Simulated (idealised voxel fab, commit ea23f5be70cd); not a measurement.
Title: Process Module voxel wiring stack
Each square cell in cross-section cut measures 5 nm, and the section as a whole is 160 nm wide.
The cross-sections in this document take the form of a grid made of square cells. They are written out as bands, in order from top to bottom. Each band consists of one or more rows of cells. Read a band's entry like this: the first values are the height of its top and the height of its bottom in nm, and what follows is the sequence of materials from left to right, each with its width in nm. Note that "empty" is empty space, and that a single material marked "everywhere" reaches across the band from edge to edge. The reference from which all heights are counted is 0, the level beneath which the as-received wafer is entirely one material; the lowest band, having no lower bound, proceeds downward and is written after the example "top 0, no bottom". When a width is written as two numbers, as in "30..40", the first number is the width in the top row of cells of the band and the second is the width in its bottom row, and the width changes by the same amount from each row to the next. "identical to before" (step): cross-section cells unchanged, all of them. Entry "Completely sealed voids". Content: empty spaces with no open connection to the top, size 8 cells or greater. Each: width x height at distance. Distance: from left edge. Unit: nm. If you see something after the settings on a step's line, that's the simulator's own remark about that step. overlay nm: right-of-plan distance of the mask on a masked step; negative values mean left-of-plan.

-- Steps planned for the process
1. op RECEIVE | material Si
2. op CONFORMAL_DEP | material SiO2 | thk nm 15
3. op CONFORMAL_DEP | material SiCN | thk nm 5
4. op DIRECTIONAL_DEP | material lowk | thk nm 20
5. op DIRECTIONAL_DEP | material aC | thk nm 15
6. op PATTERN | tone open | mask id METAL_1 | material resist | width nm 25 | pitch nm 45 | thk nm 30 | overlay nm 0
7. op DIRECTIONAL_ETCH | etch materials aC | depth nm 15
8. op STRIP | etch materials resist
9. op DIRECTIONAL_ETCH | etch materials lowk | depth nm 20
10. op DIRECTIONAL_ETCH | etch materials SiCN | depth nm 5
11. op STRIP | etch materials aC
12. op CONFORMAL_DEP | material TiN | thk nm 5
13. op FILL_DEP | material Cu | thk nm 5
14. op CMP | height nm 40
15. op CONFORMAL_DEP | material SiCN | thk nm 5
16. op DIRECTIONAL_DEP | material lowk | thk nm 15
17. op MASKED_ETCH | tone open | mask id PLUG_1 | width nm 15 | pitch nm 45 | etch materials lowk | depth nm 15 | overlay nm 0
18. op MASKED_ETCH | tone open | mask id PLUG_1 | width nm 15 | pitch nm 45 | etch materials SiCN | depth nm 5 | overlay nm 0
19. op EPI | material Ru | thk nm 10
20. op EPI | material Ru | thk nm 10
21. op CONFORMAL_DEP | material SiCN | thk nm 5
22. op DIRECTIONAL_DEP | material SiO2 | thk nm 20
23. op PATTERN | tone open | mask id METAL_2 | material resist | width nm 25 | pitch nm 45 | thk nm 15 | overlay nm 0
24. op DIRECTIONAL_ETCH | etch materials SiO2 | depth nm 20
25. op DIRECTIONAL_ETCH | etch materials SiCN | depth nm 5
26. op STRIP | etch materials resist
27. op CONFORMAL_DEP | material TiN | thk nm 5
28. op FILL_DEP | material W | thk nm 10
29. op CMP | height nm 85
30. op CONFORMAL_DEP | material SiCN | thk nm 5
31. op DIRECTIONAL_DEP | material SiO2 | thk nm 35
32. op PATTERN | tone open | mask id METAL_3_HOLES | material resist | width nm 15 | pitch nm 45 | thk nm 20 | overlay nm 0
33. op DIRECTIONAL_ETCH | etch materials SiO2 | depth nm 35
34. op STRIP | etch materials resist
35. op DIRECTIONAL_DEP | material aC | thk nm 10
36. op PATTERN | tone open | mask id METAL_3 | material resist | width nm 25 | pitch nm 45 | thk nm 30 | overlay nm 0
37. op DIRECTIONAL_ETCH | etch materials aC | depth nm 10
38. op STRIP | etch materials resist
39. op DIRECTIONAL_ETCH | etch materials SiO2 | depth nm 20
40. op DIRECTIONAL_ETCH | etch materials SiCN | depth nm 5
41. op STRIP | etch materials aC
42. op CONFORMAL_DEP | material TiN | thk nm 5
43. op FILL_DEP | material Cu | thk nm 10
44. op CMP | height nm 125
45. op CONFORMAL_DEP | material SiCN | thk nm 5
46. op DIRECTIONAL_DEP | material SiO2 | thk nm 10
47. op PATTERN | tone open | mask id PLUG_3 | material resist | width nm 15 | pitch nm 45 | thk nm 15 | overlay nm 0
48. op DIRECTIONAL_ETCH | etch materials SiO2 | depth nm 10
49. op DIRECTIONAL_ETCH | etch materials SiCN | depth nm 5
50. op STRIP | etch materials resist
51. op EPI | material Ru | thk nm 10
52. op EPI | material Ru | thk nm 5
53. op DIRECTIONAL_DEP | material TiN | thk nm 5
54. op DIRECTIONAL_DEP | material Ru | thk nm 20
55. op PATTERN | tone cover | mask id METAL_4 | material resist | width nm 25 | pitch nm 45 | thk nm 15 | overlay nm 0
56. op DIRECTIONAL_ETCH | etch materials Ru | depth nm 20
57. op DIRECTIONAL_ETCH | etch materials TiN | depth nm 5
58. op STRIP | etch materials resist
59. op CONFORMAL_DEP | material SiN | thk nm 5
60. op FILL_DEP | material lowk | thk nm 10
61. op CMP | height nm 165
62. op CONFORMAL_DEP | material SiCN | thk nm 5
Split variable: width nm, step 17. Plan value = first wafer. Wafers start alike.

-- Cross-section, first of several wafers, as delivered after step 1
* top 0, no bottom = Si everywhere
* Completely sealed voids: none

-- first wafer at the end, after step 62
* top 170, bottom 165 = SiCN everywhere
* top 165, bottom 145 = lowk: 40, then SiN: 5, then Ru: 25, then SiN: 5, then lowk: 10, then SiN: 5, then Ru: 25, then SiN: 5, then lowk: 40
* top 145, bottom 140 = SiN: 45, then TiN: 25, then SiN: 20, then TiN: 25, then SiN: 45
* top 140, bottom 130 = SiO2: 45, then Ru: 15, then SiO2: 30, then Ru: 15, then SiO2: 55
* top 130, bottom 125 = SiCN: 45, then Ru: 15, then SiCN: 30, then Ru: 15, then SiCN: 55
* top 125, bottom 110 = SiO2: 45, then TiN: 5, then Cu: 15, then TiN: 5, then SiO2: 20, then TiN: 5, then Cu: 15, then TiN: 5, then SiO2: 45
* top 110, bottom 105 = SiO2: 45, then TiN: 5, then Cu: 5, then TiN: 15, then SiO2: 20, then TiN: 5, then Cu: 5, then TiN: 15, then SiO2: 45
* top 105, bottom 90 = SiO2: 45, then TiN: 5, then Cu: 5, then TiN: 5, then SiO2: 30, then TiN: 5, then Cu: 5, then TiN: 5, then SiO2: 55
* top 90, bottom 85 = SiCN: 45, then TiN: 15, then SiCN: 30, then TiN: 15, then SiCN: 55
* top 85, bottom 65 = SiO2: 45, then TiN: 5, then W: 15, then TiN: 5, then SiO2: 20, then TiN: 5, then W: 15, then TiN: 5, then SiO2: 45
* top 65, bottom 60 = SiCN: 45, then TiN: 25, then SiCN: 20, then TiN: 25, then SiCN: 45
* top 60, bottom 45 = lowk: 45, then Ru: 15, then lowk: 30, then Ru: 15, then lowk: 55
* top 45, bottom 40 = SiCN: 45, then Ru: 15, then SiCN: 30, then Ru: 15, then SiCN: 55
* top 40, bottom 20 = lowk: 45, then TiN: 5, then Cu: 15, then TiN: 5, then lowk: 20, then TiN: 5, then Cu: 15, then TiN: 5, then lowk: 45
* top 20, bottom 15 = SiCN: 45, then TiN: 25, then SiCN: 20, then TiN: 25, then SiCN: 45
* top 15, bottom 0 = SiO2 everywhere
* top 0, no bottom = Si everywhere
* Completely sealed voids: none

-- Cross-section, last wafer, module completion
* top 170, bottom 165 = SiCN everywhere
* top 165, bottom 145 = lowk: 40, then SiN: 5, then Ru: 25, then SiN: 5, then lowk: 10, then SiN: 5, then Ru: 25, then SiN: 5, then lowk: 40
* top 145, bottom 140 = SiN: 45, then TiN: 25, then SiN: 20, then TiN: 25, then SiN: 45
* top 140, bottom 130 = SiO2: 45, then Ru: 15, then SiO2: 30, then Ru: 15, then SiO2: 55
* top 130, bottom 125 = SiCN: 45, then Ru: 15, then SiCN: 30, then Ru: 15, then SiCN: 55
* top 125, bottom 110 = SiO2: 45, then TiN: 5, then Cu: 15, then TiN: 5, then SiO2: 20, then TiN: 5, then Cu: 15, then TiN: 5, then SiO2: 45
* top 110, bottom 105 = SiO2: 45, then TiN: 5, then Cu: 5, then TiN: 15, then SiO2: 20, then TiN: 5, then Cu: 5, then TiN: 15, then SiO2: 45
* top 105, bottom 90 = SiO2: 45, then TiN: 5, then Cu: 5, then TiN: 5, then SiO2: 30, then TiN: 5, then Cu: 5, then TiN: 5, then SiO2: 55
* top 90, bottom 85 = SiCN: 45, then TiN: 15, then SiCN: 30, then TiN: 15, then SiCN: 55
* top 85, bottom 65 = SiO2: 45, then TiN: 5, then W: 15, then TiN: 5, then SiO2: 20, then TiN: 5, then W: 15, then TiN: 5, then SiO2: 45
* top 65, bottom 60 = SiCN: 45, then TiN: 25, then SiCN: 20, then TiN: 25, then SiCN: 45
* top 60, bottom 45 = lowk: 40, then Ru: 30, then lowk: 15, then Ru: 30, then lowk: 45
* top 45, bottom 40 = SiCN: 45, then Ru: 15, then SiCN: 30, then Ru: 15, then SiCN: 55
* top 40, bottom 20 = lowk: 45, then TiN: 5, then Cu: 15, then TiN: 5, then lowk: 20, then TiN: 5, then Cu: 15, then TiN: 5, then lowk: 45
* top 20, bottom 15 = SiCN: 45, then TiN: 25, then SiCN: 20, then TiN: 25, then SiCN: 45
* top 15, bottom 0 = SiO2 everywhere
* top 0, no bottom = Si everywhere
* Completely sealed voids: none

-- For your reference, the table is organized with a row per wafer; each row reflects the wafer at the end of the module, indicating for each material the cells gained (+) or lost (-) since receipt, and thereafter its closed voids
width nm 15 | +50 Cu | +82 Ru | +154 SiCN | +38 SiN | +402 SiO2 | +100 TiN | +24 W | +238 lowk | Completely sealed voids: none
width nm 20 | +50 Cu | +88 Ru | +154 SiCN | +38 SiN | +402 SiO2 | +100 TiN | +24 W | +232 lowk | Completely sealed voids: none
width nm 25 | +50 Cu | +94 Ru | +154 SiCN | +38 SiN | +402 SiO2 | +100 TiN | +24 W | +226 lowk | Completely sealed voids: none
width nm 30 | +50 Cu | +100 Ru | +154 SiCN | +38 SiN | +402 SiO2 | +100 TiN | +24 W | +220 lowk | Completely sealed voids: none
